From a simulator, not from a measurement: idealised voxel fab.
You're looking at the process module voxel lift off.
In the cross-section labelled cut, the width is 220 nm and each square cell is 5 nm.
Reading order for cross-sections: top band down to bottom band. Underlying form: a grid of square cells. Band size: one or more rows of cells. First you get the band's top height and its bottom height, in nm, and then the materials it's made of, left to right, with each width in nm. If you see a single material with "full width", that one covers the band edge to edge. "blank" is empty space. We count height from 0. Below that, the starting wafer is all one material. The lowest band never ends at the bottom but goes on down; see "0..down" for how that is written. Think of "30 to 40" as a width that walks from the first number to the second as you go down the band, top row to bottom row, taking equal-sized steps from row to row. You'll sometimes find "nothing different" written for a step, and that's the way of saying that nowhere in the cross-section did a cell change during that step. Any empty space of 8 cells or more lacking an open way to the top shows up in "Closed void catalog" as width x height at distance, distance from the left edge, in nm. after a step's settings: what the simulator itself notes on the step. Each step line may optionally specify "overlay nm", which for a step with a mask gives the rightward distance between the mask's planned place and where it lay, a negative value indicating the leftward direction. Before/after cross-section pairs, one process step each; after shown to lowest changed band; step and settings beneath. Pairs may be from different runs of this module on the same starting wafer; a pair continues from the one above only where its "Status quo ante" entry says so.
Status quo ante
0..down | Si full width
Closed void catalog: none
Resulting Cross-Section
10..0 | SiO2 full width
Under 0: no change, same as before.
Closed void catalog: none
Name the step between the before and after sections above: CONFORMAL_DEP,material SiO2,thk nm 10
Status quo ante: cross-section not repeated; it is the one shown after the step in the pair just above.
Resulting Cross-Section
35..10 | resist (70)  blank (30)  resist (20)  blank (30)  resist (70)
Under 10: no change, same as before.
Closed void catalog: none
Name the step between the before and after sections above: PATTERN,tone open,mask id LINES,material resist,width nm 30,pitch nm 50,thk nm 25,overlay nm 0
Status quo ante: cross-section not repeated; it is the one shown after the step in the pair just above.
Resulting Cross-Section
50..35 | Ru (70)  blank (30)  Ru (20)  blank (30)  Ru (70)
35..25 | resist (70)  blank (30)  resist (20)  blank (30)  resist (70)
25..10 | resist (70)  Ru (30)  resist (20)  Ru (30)  resist (70)
Under 10: no change, same as before.
Closed void catalog: none
Name the step between the before and after sections above: DIRECTIONAL_DEP,material Ru,thk nm 15
Status quo ante: cross-section not repeated; it is the one shown after the step in the pair just above.
Resulting Cross-Section
25..10 | blank (70)  Ru (30)  blank (20)  Ru (30)  blank (70)
Under 10: no change, same as before.
Closed void catalog: none
Name the step between the before and after sections above: STRIP,etch materials resist
Status quo ante: cross-section not repeated; it is the one shown after the step in the pair just above.
Resulting Cross-Section
30..25 | blank (65)  SiO2 (40)  blank (10)  SiO2 (40)  blank (65)
25..15 | blank (65)  SiO2 (5)  Ru (30)  SiO2 (5)  blank (10)  SiO2 (5)  Ru (30)  SiO2 (5)  blank (65)
15..10 | SiO2 (70)  Ru (30)  SiO2 (20)  Ru (30)  SiO2 (70)
Under 10: no change, same as before.
Closed void catalog: none
Name the step between the before and after sections above: CONFORMAL_DEP,material SiO2,thk nm 5
Status quo ante
0..down | Si full width
Closed void catalog: none
Resulting Cross-Section
25..0 | resist (70)  blank (30)  resist (20)  blank (30)  resist (70)
Under 0: no change, same as before.
Closed void catalog: none
Name the step between the before and after sections above: PATTERN,tone open,mask id LINES,material resist,width nm 30,pitch nm 50,thk nm 25,overlay nm 0
Status quo ante: cross-section not repeated; it is the one shown after the step in the pair just above.
Resulting Cross-Section
40..25 | Ru (70)  blank (30)  Ru (20)  blank (30)  Ru (70)
25..15 | resist (70)  blank (30)  resist (20)  blank (30)  resist (70)
15..0 | resist (70)  Ru (30)  resist (20)  Ru (30)  resist (70)
Under 0: no change, same as before.
Closed void catalog: none
Name the step between the before and after sections above: DIRECTIONAL_DEP,material Ru,thk nm 15
Status quo ante: cross-section not repeated; it is the one shown after the step in the pair just above.
Resulting Cross-Section
15..0 | blank (70)  Ru (30)  blank (20)  Ru (30)  blank (70)
Under 0: no change, same as before.
Closed void catalog: none
Name the step between the before and after sections above: STRIP,etch materials resist
Status quo ante: cross-section not repeated; it is the one shown after the step in the pair just above.
Resulting Cross-Section
20..15 | blank (65)  SiO2 (40)  blank (10)  SiO2 (40)  blank (65)
15..5 | blank (65)  SiO2 (5)  Ru (30)  SiO2 (5)  blank (10)  SiO2 (5)  Ru (30)  SiO2 (5)  blank (65)
5..0 | SiO2 (70)  Ru (30)  SiO2 (20)  Ru (30)  SiO2 (70)
Under 0: no change, same as before.
Closed void catalog: none
Name the step between the before and after sections above: CONFORMAL_DEP,material SiO2,thk nm 5
Status quo ante
0..down | Si full width
Closed void catalog: none
Resulting Cross-Section
5..0 | SiO2 full width
Under 0: no change, same as before.
Closed void catalog: none
Name the step between the before and after sections above: CONFORMAL_DEP,material SiO2,thk nm 5
Status quo ante: cross-section not repeated; it is the one shown after the step in the pair just above.
Resulting Cross-Section
30..5 | resist (70)  blank (30)  resist (20)  blank (30)  resist (70)
Under 5: no change, same as before.
Closed void catalog: none
Name the step between the before and after sections above: PATTERN,tone open,mask id LINES,material resist,width nm 30,pitch nm 50,thk nm 25,overlay nm 0
Status quo ante: cross-section not repeated; it is the one shown after the step in the pair just above.
Resulting Cross-Section
45..30 | Ru (70)  blank (30)  Ru (20)  blank (30)  Ru (70)
30..20 | resist (70)  blank (30)  resist (20)  blank (30)  resist (70)
20..5 | resist (70)  Ru (30)  resist (20)  Ru (30)  resist (70)
Under 5: no change, same as before.
Closed void catalog: none
Name the step between the before and after sections above: DIRECTIONAL_DEP,material Ru,thk nm 15
Status quo ante: cross-section not repeated; it is the one shown after the step in the pair just above.
Resulting Cross-Section
20..5 | blank (70)  Ru (30)  blank (20)  Ru (30)  blank (70)
Under 5: no change, same as before.
Closed void catalog: none
Name the step between the before and after sections above: STRIP,etch materials resist
Status quo ante: cross-section not repeated; it is the one shown after the step in the pair just above.
Resulting Cross-Section
25..20 | blank (65)  SiO2 (40)  blank (10)  SiO2 (40)  blank (65)
20..10 | blank (65)  SiO2 (5)  Ru (30)  SiO2 (5)  blank (10)  SiO2 (5)  Ru (30)  SiO2 (5)  blank (65)
10..5 | SiO2 (70)  Ru (30)  SiO2 (20)  Ru (30)  SiO2 (70)
Under 5: no change, same as before.
Closed void catalog: none
Name the step between the before and after sections above: CONFORMAL_DEP,material SiO2,thk nm 5
Status quo ante
10..0 | SiO2 full width
0..down | Si full width
Closed void catalog: none
Resulting Cross-Section
35..10 | resist (75)  blank (20)  resist (30)  blank (20)  resist (75)
Under 10: no change, same as before.
Closed void catalog: none
Name the step between the before and after sections above: PATTERN,tone open,mask id LINES,material resist,width nm 20,pitch nm 50,thk nm 25,overlay nm 0
Status quo ante: cross-section not repeated; it is the one shown after the step in the pair just above.
Resulting Cross-Section
50..35 | Ru (75)  blank (20)  Ru (30)  blank (20)  Ru (75)
35..25 | resist (75)  blank (20)  resist (30)  blank (20)  resist (75)
25..10 | resist (75)  Ru (20)  resist (30)  Ru (20)  resist (75)
Under 10: no change, same as before.
Closed void catalog: none
Name the step between the before and after sections above: DIRECTIONAL_DEP,material Ru,thk nm 15
Status quo ante: cross-section not repeated; it is the one shown after the step in the pair just above.
Resulting Cross-Section
25..10 | blank (75)  Ru (20)  blank (30)  Ru (20)  blank (75)
Under 10: no change, same as before.
Closed void catalog: none
Name the step between the before and after sections above: STRIP,etch materials resist
Status quo ante: cross-section not repeated; it is the one shown after the step in the pair just above.
Resulting Cross-Section
30..25 | blank (70)  SiO2 (30)  blank (20)  SiO2 (30)  blank (70)
25..15 | blank (70)  SiO2 (5)  Ru (20)  SiO2 (5)  blank (20)  SiO2 (5)  Ru (20)  SiO2 (5)  blank (70)
15..10 | SiO2 (75)  Ru (20)  SiO2 (30)  Ru (20)  SiO2 (75)
Under 10: no change, same as before.
Closed void catalog: none
Name the step between the before and after sections above: CONFORMAL_DEP,material SiO2,thk nm 5
Status quo ante
10..0 | SiO2 full width
0..down | Si full width
Closed void catalog: none
Resulting Cross-Section
35..10 | resist (65)  blank (30)  resist (20)  blank (30)  resist (75)
Under 10: no change, same as before.
Closed void catalog: none
Name the step between the before and after sections above: PATTERN,tone open,mask id LINES,material resist,width nm 30,pitch nm 50,thk nm 25,overlay nm -5
Status quo ante: cross-section not repeated; it is the one shown after the step in the pair just above.
Resulting Cross-Section
50..35 | Ru (65)  blank (30)  Ru (20)  blank (30)  Ru (75)
35..25 | resist (65)  blank (30)  resist (20)  blank (30)  resist (75)
25..10 | resist (65)  Ru (30)  resist (20)  Ru (30)  resist (75)
Under 10: no change, same as before.
Closed void catalog: none
Name the step between the before and after sections above: DIRECTIONAL_DEP,material Ru,thk nm 15
Status quo ante: cross-section not repeated; it is the one shown after the step in the pair just above.
Resulting Cross-Section
25..10 | blank (65)  Ru (30)  blank (20)  Ru (30)  blank (75)
Under 10: no change, same as before.
Closed void catalog: none
Name the step between the before and after sections above: STRIP,etch materials resist
Status quo ante: cross-section not repeated; it is the one shown after the step in the pair just above.
Resulting Cross-Section
30..25 | blank (60)  SiO2 (40)  blank (10)  SiO2 (40)  blank (70)
25..15 | blank (60)  SiO2 (5)  Ru (30)  SiO2 (5)  blank (10)  SiO2 (5)  Ru (30)  SiO2 (5)  blank (70)
15..10 | SiO2 (65)  Ru (30)  SiO2 (20)  Ru (30)  SiO2 (75)
Under 10: no change, same as before.
Closed void catalog: none
Name the step between the before and after sections above: CONFORMAL_DEP,material SiO2,thk nm 5
Status quo ante
0..down | Si full width
Closed void catalog: none
Resulting Cross-Section
10..0 | Ru full width
Under 0: no change, same as before.
Closed void catalog: none
Name the step between the before and after sections above: CONFORMAL_DEP,material Ru,thk nm 10
Status quo ante: cross-section not repeated; it is the one shown after the step in the pair just above.
Resulting Cross-Section
35..10 | resist (70)  blank (30)  resist (20)  blank (30)  resist (70)
Under 10: no change, same as before.
Closed void catalog: none
Name the step between the before and after sections above: PATTERN,tone open,mask id LINES,material resist,width nm 30,pitch nm 50,thk nm 25,overlay nm 0
Status quo ante: cross-section not repeated; it is the one shown after the step in the pair just above.
Resulting Cross-Section
50..35 | Ru (70)  blank (30)  Ru (20)  blank (30)  Ru (70)
35..25 | resist (70)  blank (30)  resist (20)  blank (30)  resist (70)
25..10 | resist (70)  Ru (30)  resist (20)  Ru (30)  resist (70)
Under 10: no change, same as before.
Closed void catalog: none
Name the step between the before and after sections above: DIRECTIONAL_DEP,material Ru,thk nm 15
Status quo ante: cross-section not repeated; it is the one shown after the step in the pair just above.
Resulting Cross-Section
25..10 | blank (70)  Ru (30)  blank (20)  Ru (30)  blank (70)
Under 10: no change, same as before.
Closed void catalog: none
Name the step between the before and after sections above: STRIP,etch materials resist
Status quo ante: cross-section not repeated; it is the one shown after the step in the pair just above.
Resulting Cross-Section
30..25 | blank (65)  SiO2 (40)  blank (10)  SiO2 (40)  blank (65)
25..15 | blank (65)  SiO2 (5)  Ru (30)  SiO2 (5)  blank (10)  SiO2 (5)  Ru (30)  SiO2 (5)  blank (65)
15..10 | SiO2 (70)  Ru (30)  SiO2 (20)  Ru (30)  SiO2 (70)
Under 10: no change, same as before.
Closed void catalog: none
Name the step between the before and after sections above: CONFORMAL_DEP,material SiO2,thk nm 5
Status quo ante
10..0 | SiO2 full width
0..down | Si full width
Closed void catalog: none
Resulting Cross-Section
35..10 | blank (70)  resist (30)  blank (20)  resist (30)  blank (70)
Under 10: no change, same as before.
Closed void catalog: none
Name the step between the before and after sections above: PATTERN,tone cover,mask id LINES,material resist,width nm 30,pitch nm 50,thk nm 25,overlay nm 0
Status quo ante: cross-section not repeated; it is the one shown after the step in the pair just above.
Resulting Cross-Section
50..35 | blank (70)  Ru (30)  blank (20)  Ru (30)  blank (70)
35..25 | blank (70)  resist (30)  blank (20)  resist (30)  blank (70)
25..10 | Ru (70)  resist (30)  Ru (20)  resist (30)  Ru (70)
Under 10: no change, same as before.
Closed void catalog: none
Name the step between the before and after sections above: DIRECTIONAL_DEP,material Ru,thk nm 15
Status quo ante: cross-section not repeated; it is the one shown after the step in the pair just above.
Resulting Cross-Section
25..10 | Ru (70)  blank (30)  Ru (20)  blank (30)  Ru (70)
Under 10: no change, same as before.
Closed void catalog: none
Name the step between the before and after sections above: STRIP,etch materials resist
Status quo ante: cross-section not repeated; it is the one shown after the step in the pair just above.
Resulting Cross-Section
30..25 | SiO2 (75)  blank (20)  SiO2 (30)  blank (20)  SiO2 (75)
25..15 | Ru (70)  SiO2 (5)  blank (20)  SiO2 (5)  Ru (20)  SiO2 (5)  blank (20)  SiO2 (5)  Ru (70)
15..10 | Ru (70)  SiO2 (30)  Ru (20)  SiO2 (30)  Ru (70)
Under 10: no change, same as before.
Closed void catalog: none
Name the step between the before and after sections above: CONFORMAL_DEP,material SiO2,thk nm 5
